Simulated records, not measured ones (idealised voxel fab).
Herein follows the process module entitled voxel capacitor over wiring.
Xsec cut, 290 nm wide, square cell size 5 nm.
This document writes a cross-section as a grid whose cells are square, and gives it as bands, listed from the top down; one or more rows of cells form a band.
Band: top height; bottom height; in nm. Then, left to right: material with width in nm, for each material. "full width": a single material spanning edge to edge. "empty": empty space.
Below 0: as-received wafer, all one material; heights counted from there. Lowest band: no bottom, goes on down, written "0 down".
You'd read "30 to 40" like this: the band's top row of cells is as wide as the first number, its bottom row is as wide as the second, and going down, every row changes width by the same amount as the row before did.
Reading "no change occurred" for a step: not a cell of the cross-section changed in it.
Empty spaces counting at least 8 cells and having no open way to the top are listed in "Closed internal voids". The notation width x height at distance is used for each, the distance being from the left edge and all three values in nm.
Note: text after step settings on the step line = simulator remark on that step.
What "overlay nm" on a step's line means: if the step has a mask, that mask lay this far to the right of its planned place, or, when the value is negative, to the left.
-- Set out below are the planned steps of the process
step 1: RECEIVE,material Si
step 2: CONFORMAL_DEP,material SiO2,thk nm 10
step 3: CONFORMAL_DEP,material SiN,thk nm 5
step 4: DIRECTIONAL_DEP,material SiO2,thk nm 25
step 5: PATTERN,tone open,mask id METAL_1,material resist,width nm 20,pitch nm 75,thk nm 15,overlay nm 0
step 6: DIRECTIONAL_ETCH,etch materials SiO2,depth nm 25
step 7: DIRECTIONAL_ETCH,etch materials SiN,depth nm 5
step 8: STRIP,etch materials resist
step 9: CONFORMAL_DEP,material TiN,thk nm 5
step 10: FILL_DEP,material Cu,thk nm 5
step 11: CMP,height nm 40
step 12: CONFORMAL_DEP,material SiCN,thk nm 5
step 13: DIRECTIONAL_DEP,material SiO2,thk nm 15
step 14: DIRECTIONAL_DEP,material aC,thk nm 15
step 15: PATTERN,tone open,mask id PLUG_1,material resist,width nm 15,thk nm 35,overlay nm 0
step 16: DIRECTIONAL_ETCH,etch materials aC,depth nm 15
step 17: STRIP,etch materials resist
step 18: DIRECTIONAL_ETCH,etch materials SiO2,depth nm 15
step 19: DIRECTIONAL_ETCH,etch materials SiCN,depth nm 5
step 20: STRIP,etch materials aC
step 21: EPI,material Ru,thk nm 10
step 22: EPI,material Ru,thk nm 10
step 23: DIRECTIONAL_DEP,material TiN,thk nm 5
step 24: DIRECTIONAL_DEP,material Al2O3,thk nm 5
step 25: DIRECTIONAL_DEP,material TiN,thk nm 5
step 26: MASKED_ETCH,tone cover,mask id UPPER_PLATE,width nm 60,etch materials TiN,depth nm 5,overlay nm 0
step 27: MASKED_ETCH,tone cover,mask id UPPER_PLATE,width nm 60,etch materials Al2O3,depth nm 5,overlay nm 0
step 28: MASKED_ETCH,tone cover,mask id LOWER_PLATE,width nm 70,etch materials TiN,depth nm 5,overlay nm 0
step 29: FILL_DEP,material SiO2,thk nm 15
step 30: CMP,height nm 85
step 31: PATTERN,tone open,mask id PLUG_2,material resist,width nm 15,thk nm 20,overlay nm 0
step 32: DIRECTIONAL_ETCH,etch materials SiO2,depth nm 10
step 33: STRIP,etch materials resist
step 34: CONFORMAL_DEP,material TiN,thk nm 5
step 35: FILL_DEP,material Ru,thk nm 5
step 36: CMP,height nm 85
step 37: CONFORMAL_DEP,material SiCN,thk nm 5
-- Concerning the first of two wafers, which was run in accordance with the plan
-- Delivered wafer in cross-section: state after step 1
> 0 down  Si full width
> Closed internal voids: none
-- after step 2
> 10 to 0  SiO2 full width
> Beneath the level 0, the cross-section is identical to its previous state.
-- after step 3
> 15 to 10  SiN full width
> Beneath the level 10, the cross-section is identical to its previous state.
-- after step 4
> 40 to 15  SiO2 full width
> Beneath the level 15, the cross-section is identical to its previous state.
-- after step 5
> 55 to 40  95 nm resist | 20 nm empty | 55 nm resist | 20 nm empty | 100 nm resist
> Beneath the level 40, the cross-section is identical to its previous state.
-- after step 6
> 55 to 40  95 nm resist | 20 nm empty | 55 nm resist | 20 nm empty | 100 nm resist
> 40 to 15  95 nm SiO2 | 20 nm empty | 55 nm SiO2 | 20 nm empty | 100 nm SiO2
> Beneath the level 15, the cross-section is identical to its previous state.
-- after step 7
> 55 to 40  95 nm resist | 20 nm empty | 55 nm resist | 20 nm empty | 100 nm resist
> 40 to 15  95 nm SiO2 | 20 nm empty | 55 nm SiO2 | 20 nm empty | 100 nm SiO2
> 15 to 10  95 nm SiN | 20 nm empty | 55 nm SiN | 20 nm empty | 100 nm SiN
> Beneath the level 10, the cross-section is identical to its previous state.
-- after step 8
> 40 to 15  95 nm SiO2 | 20 nm empty | 55 nm SiO2 | 20 nm empty | 100 nm SiO2
> Beneath the level 15, the cross-section is identical to its previous state.
-- after step 9
> 45 to 40  100 nm TiN | 10 nm empty | 65 nm TiN | 10 nm empty | 105 nm TiN
> 40 to 15  95 nm SiO2 | 5 nm TiN | 10 nm empty | 5 nm TiN | 55 nm SiO2 | 5 nm TiN | 10 nm empty | 5 nm TiN | 100 nm SiO2
> 15 to 10  95 nm SiN | 20 nm TiN | 55 nm SiN | 20 nm TiN | 100 nm SiN
> Beneath the level 10, the cross-section is identical to its previous state.
-- after step 10
> 50 to 45  Cu full width
> 45 to 40  100 nm TiN | 10 nm Cu | 65 nm TiN | 10 nm Cu | 105 nm TiN
> 40 to 15  95 nm SiO2 | 5 nm TiN | 10 nm Cu | 5 nm TiN | 55 nm SiO2 | 5 nm TiN | 10 nm Cu | 5 nm TiN | 100 nm SiO2
> Beneath the level 15, the cross-section is identical to its previous state.
-- after step 11
> 40 to 15  95 nm SiO2 | 5 nm TiN | 10 nm Cu | 5 nm TiN | 55 nm SiO2 | 5 nm TiN | 10 nm Cu | 5 nm TiN | 100 nm SiO2
> Beneath the level 15, the cross-section is identical to its previous state.
-- after step 12
> 45 to 40  SiCN full width
> Beneath the level 40, the cross-section is identical to its previous state.
-- after step 13
> 60 to 45  SiO2 full width
> Beneath the level 45, the cross-section is identical to its previous state.
-- after step 14
> 75 to 60  aC full width
> Beneath the level 60, the cross-section is identical to its previous state.
-- after step 15
> 110 to 75  100 nm resist | 15 nm empty | 175 nm resist
> Beneath the level 75, the cross-section is identical to its previous state.
-- after step 16
> 95 to 75  100 nm resist | 15 nm empty | 175 nm resist
> 75 to 60  100 nm aC | 15 nm empty | 175 nm aC
> Beneath the level 60, the cross-section is identical to its previous state.
-- after step 17
> 75 to 60  100 nm aC | 15 nm empty | 175 nm aC
> Beneath the level 60, the cross-section is identical to its previous state.
-- after step 18
> 75 to 60  100 nm aC | 15 nm empty | 175 nm aC
> 60 to 45  100 nm SiO2 | 15 nm empty | 175 nm SiO2
> Beneath the level 45, the cross-section is identical to its previous state.
-- after step 19
> 75 to 60  100 nm aC | 15 nm empty | 175 nm aC
> 60 to 45  100 nm SiO2 | 15 nm empty | 175 nm SiO2
> 45 to 40  100 nm SiCN | 15 nm empty | 175 nm SiCN
> Beneath the level 40, the cross-section is identical to its previous state.
-- after step 20
> 60 to 45  100 nm SiO2 | 15 nm empty | 175 nm SiO2
> Beneath the level 45, the cross-section is identical to its previous state.
-- after step 21
> 60 to 50  100 nm SiO2 | 15 nm empty | 175 nm SiO2
> 50 to 45  100 nm SiO2 | 15 nm Ru | 175 nm SiO2
> 45 to 40  100 nm SiCN | 15 nm Ru | 175 nm SiCN
> Beneath the level 40, the cross-section is identical to its previous state.
-- after step 22
> 60 to 45  100 nm SiO2 | 15 nm Ru | 175 nm SiO2
> Beneath the level 45, the cross-section is identical to its previous state.
-- after step 23
> 65 to 60  TiN full width
> Beneath the level 60, the cross-section is identical to its previous state.
-- after step 24
> 70 to 65  Al2O3 full width
> Beneath the level 65, the cross-section is identical to its previous state.
-- after step 25
> 75 to 70  TiN full width
> Beneath the level 70, the cross-section is identical to its previous state.
-- after step 26
> 75 to 70  100 nm empty | 60 nm TiN | 130 nm empty
> Beneath the level 70, the cross-section is identical to its previous state.
-- after step 27
> 75 to 70  100 nm empty | 60 nm TiN | 130 nm empty
> 70 to 65  100 nm empty | 60 nm Al2O3 | 130 nm empty
> Beneath the level 65, the cross-section is identical to its previous state.
-- after step 28
> 75 to 70  100 nm empty | 60 nm TiN | 130 nm empty
> 70 to 65  100 nm empty | 60 nm Al2O3 | 130 nm empty
> 65 to 60  95 nm empty | 70 nm TiN | 125 nm empty
> Beneath the level 60, the cross-section is identical to its previous state.
-- after step 29
> 90 to 75  SiO2 full width
> 75 to 70  100 nm SiO2 | 60 nm TiN | 130 nm SiO2
> 70 to 65  100 nm SiO2 | 60 nm Al2O3 | 130 nm SiO2
> 65 to 60  95 nm SiO2 | 70 nm TiN | 125 nm SiO2
> Beneath the level 60, the cross-section is identical to its previous state.
-- after step 30
> 85 to 75  SiO2 full width
> Beneath the level 75, the cross-section is identical to its previous state.
-- after step 31
> 105 to 85  110 nm resist | 15 nm empty | 165 nm resist
> Beneath the level 85, the cross-section is identical to its previous state.
-- after step 32
> 105 to 85  110 nm resist | 15 nm empty | 165 nm resist
> 85 to 75  110 nm SiO2 | 15 nm empty | 165 nm SiO2
> Beneath the level 75, the cross-section is identical to its previous state.
-- after step 33
> 85 to 75  110 nm SiO2 | 15 nm empty | 165 nm SiO2
> Beneath the level 75, the cross-section is identical to its previous state.
-- after step 34
> 90 to 85  115 nm TiN | 5 nm empty | 170 nm TiN
> 85 to 80  110 nm SiO2 | 5 nm TiN | 5 nm empty | 5 nm TiN | 165 nm SiO2
> 80 to 70  110 to 100 nm SiO2 | 15 to 60 nm TiN | 165 to 130 nm SiO2
> Beneath the level 70, the cross-section is identical to its previous state.
-- after step 35
> 95 to 90  Ru full width
> 90 to 85  115 nm TiN | 5 nm Ru | 170 nm TiN
> 85 to 80  110 nm SiO2 | 5 nm TiN | 5 nm Ru | 5 nm TiN | 165 nm SiO2
> Beneath the level 80, the cross-section is identical to its previous state.
-- after step 36
> 85 to 80  110 nm SiO2 | 5 nm TiN | 5 nm Ru | 5 nm TiN | 165 nm SiO2
> Beneath the level 80, the cross-section is identical to its previous state.
-- after step 37
> 90 to 85  SiCN full width
> Beneath the level 85, the cross-section is identical to its previous state.
-- Notes, second wafer: start = first wafer's, plan = first wafer's, execution had one mistake; history identical to first through step 20
-- Second wafer: cross-section at the scheduled end of step 22
> 70 to 60  90 nm empty | 35 nm Ru | 165 nm empty
> 60 to 45  100 nm SiO2 | 15 nm Ru | 175 nm SiO2
> 45 to 40  100 nm SiCN | 15 nm Ru | 175 nm SiCN
> Beneath the level 40, the cross-section is identical to its previous state.
-- Second wafer: cross-section at the scheduled end of step 23
> 75 to 70  90 nm empty | 35 nm TiN | 165 nm empty
> 70 to 65  90 nm empty | 35 nm Ru | 165 nm empty
> 65 to 60  90 nm TiN | 35 nm Ru | 165 nm TiN
> Beneath the level 60, the cross-section is identical to its previous state.
-- Second wafer: cross-section at the scheduled end of step 24
> 80 to 75  90 nm empty | 35 nm Al2O3 | 165 nm empty
> 75 to 70  90 nm empty | 35 nm TiN | 165 nm empty
> 70 to 65  90 nm Al2O3 | 35 nm Ru | 165 nm Al2O3
> Beneath the level 65, the cross-section is identical to its previous state.
-- Second wafer: cross-section at the scheduled end of step 25
> 85 to 80  90 nm empty | 35 nm TiN | 165 nm empty
> 80 to 75  90 nm empty | 35 nm Al2O3 | 165 nm empty
> 75 to 70  TiN full width
> Beneath the level 70, the cross-section is identical to its previous state.
-- Second wafer: cross-section at the scheduled end of step 26
> 85 to 80  100 nm empty | 25 nm TiN | 165 nm empty
> 80 to 75  90 nm empty | 35 nm Al2O3 | 165 nm empty
> 75 to 70  90 nm empty | 70 nm TiN | 130 nm empty
> Beneath the level 70, the cross-section is identical to its previous state.
-- Second wafer: cross-section at the scheduled end of step 27
> 85 to 80  100 nm empty | 25 nm TiN | 165 nm empty
> 80 to 75  100 nm empty | 25 nm Al2O3 | 165 nm empty
> 75 to 70  90 nm empty | 70 nm TiN | 130 nm empty
> 70 to 65  90 nm empty | 35 nm Ru | 35 nm Al2O3 | 130 nm empty
> Beneath the level 65, the cross-section is identical to its previous state.
-- Second wafer: cross-section at the scheduled end of step 28
> 85 to 80  100 nm empty | 25 nm TiN | 165 nm empty
> 80 to 75  100 nm empty | 25 nm Al2O3 | 165 nm empty
> 75 to 70  95 nm empty | 65 nm TiN | 130 nm empty
> 70 to 65  90 nm empty | 35 nm Ru | 35 nm Al2O3 | 130 nm empty
> 65 to 60  90 nm empty | 35 nm Ru | 40 nm TiN | 125 nm empty
> Beneath the level 60, the cross-section is identical to its previous state.
-- Second wafer: cross-section at the scheduled end of step 29
> 100 to 85  SiO2 full width
> 85 to 80  100 nm SiO2 | 25 nm TiN | 165 nm SiO2
> 80 to 75  100 nm SiO2 | 25 nm Al2O3 | 165 nm SiO2
> 75 to 70  95 nm SiO2 | 65 nm TiN | 130 nm SiO2
> 70 to 65  90 nm SiO2 | 35 nm Ru | 35 nm Al2O3 | 130 nm SiO2
> 65 to 60  90 nm SiO2 | 35 nm Ru | 40 nm TiN | 125 nm SiO2
> Beneath the level 60, the cross-section is identical to its previous state.
-- Second wafer: cross-section at the scheduled end of step 30
> 85 to 80  100 nm SiO2 | 25 nm TiN | 165 nm SiO2
> Beneath the level 80, the cross-section is identical to its previous state.
-- Second wafer: cross-section at the scheduled end of step 31
> 105 to 85  110 nm resist | 15 nm empty | 165 nm resist
> Beneath the level 85, the cross-section is identical to its previous state.
Second wafer: cross-section at the scheduled end of step 32: no change occurred
-- Second wafer: cross-section at the scheduled end of step 33
> 85 to 80  100 nm SiO2 | 25 nm TiN | 165 nm SiO2
> Beneath the level 80, the cross-section is identical to its previous state.
-- Second wafer: cross-section at the scheduled end of step 34
> 90 to 85  TiN full width
> Beneath the level 85, the cross-section is identical to its previous state.
-- Second wafer: cross-section at the scheduled end of step 35
> 95 to 90  Ru full width
> Beneath the level 90, the cross-section is identical to its previous state.
-- Second wafer: cross-section at the scheduled end of step 36
> 85 to 80  100 nm SiO2 | 25 nm TiN | 165 nm SiO2
> Beneath the level 80, the cross-section is identical to its previous state.
-- Second wafer: cross-section at the scheduled end of step 37
> 90 to 85  SiCN full width
> Beneath the level 85, the cross-section is identical to its previous state.
So what did we get wrong on this run? one of the identical process steps 21 and 22 has been performed twice, and it is not possible to determine which
The final cell counts differ between the wafers, with the second having more or fewer of some materials than the first: Ru: 13 more; SiO2: 8 fewer; TiN: 5 fewer
